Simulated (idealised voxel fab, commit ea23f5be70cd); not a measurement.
This section sets out a process module, namely voxel air gaps.
In the cross-section labelled cut, the width is 280 nm and each square cell is 5 nm.
Notation: cross-section as square-cell grid; stated in bands, top first, going down; one or more cell rows per band. Heads up on the band format: heights come first, top then bottom, in nm. After that it's the materials left to right, each with its width in nm. A single material flagged "full width" fills the whole band edge to edge, and "empty" means there's empty space there. Height datum 0, below which the as-received substrate wafer is one material. Lowest band open at the bottom, running downward: "0 down". Top row gets the first number, bottom row gets the second, and each row in between changes by the same step: that is how a band width like "30..40" works. Key: "changes: none" - step with no changed cell in the cross-section. Entry "Listed closed voids". Content: empty spaces with no open connection to the top, size 8 cells or greater. Each: width x height at distance. Distance: from left edge. Unit: nm. What comes after the settings on a step's line is commentary from the simulator itself on that step. Each step line may optionally specify "overlay nm", which for a step with a mask gives the rightward distance between the mask's planned place and where it lay, a negative value indicating the leftward direction.
-- Planned process steps
- 1: RECEIVE: material Si
- 2: CONFORMAL_DEP: material SiO2, thk nm 15
- 3: CONFORMAL_DEP: material SiCN, thk nm 5
- 4: DIRECTIONAL_DEP: material lowk, thk nm 30
- 5: DIRECTIONAL_DEP: material aC, thk nm 15
- 6: PATTERN: tone open, mask id LINES, material resist, width nm 20, pitch nm 50, thk nm 30, overlay nm 0
- 7: DIRECTIONAL_ETCH: etch materials aC, depth nm 15
- 8: STRIP: etch materials resist
- 9: DIRECTIONAL_ETCH: etch materials lowk, depth nm 30
- 10: STRIP: etch materials aC
- 11: CONFORMAL_DEP: material TiN, thk nm 5
- 12: FILL_DEP: material Cu, thk nm 5
- 13: CMP: height nm 50
- 14: EPI: material Ru, thk nm 10
- 15: SELECTIVE_ETCH: etch materials lowk, depth nm 40
- 16: CONFORMAL_DEP: material SiCN, thk nm 5
-- So this is the incoming wafer in cross-section - it's already been through step 1
  0 down = Si full width
  Listed closed voids: none
-- Below is the wafer in cross-section after the module was completed. It began from the starting point shown above and followed the plan shown above, except that one mistake was made while running it
  65 to 60 = empty (40)  SiCN (200)  empty (40)
  60 to 50 = empty (40)  SiCN (5)  Ru (40)  SiCN (10)  Ru (40)  SiCN (10)  Ru (40)  SiCN (10)  Ru (40)  SiCN (5)  empty (40)
  50 to 25 = empty (40)  SiCN (5)  Ru (10)  TiN (5)  Cu (10)  TiN (5)  Ru (10)  SiCN (10)  Ru (10)  TiN (5)  Cu (10)  TiN (5)  Ru (10)  SiCN (10)  Ru (10)  TiN (5)  Cu (10)  TiN (5)  Ru (10)  SiCN (10)  Ru (10)  TiN (5)  Cu (10)  TiN (5)  Ru (10)  SiCN (5)  empty (40)
  25 to 20 = SiCN (45)  Ru (10)  TiN (20)  Ru (10)  SiCN (10)  Ru (10)  TiN (20)  Ru (10)  SiCN (10)  Ru (10)  TiN (20)  Ru (10)  SiCN (10)  Ru (10)  TiN (20)  Ru (10)  SiCN (45)
  20 to 15 = SiCN full width
  15 to 0 = SiO2 full width
  0 down = Si full width
  Listed closed voids: none
Here's what went sideways: steps 14 and 15 of the plan were each performed in the slot designated for the other
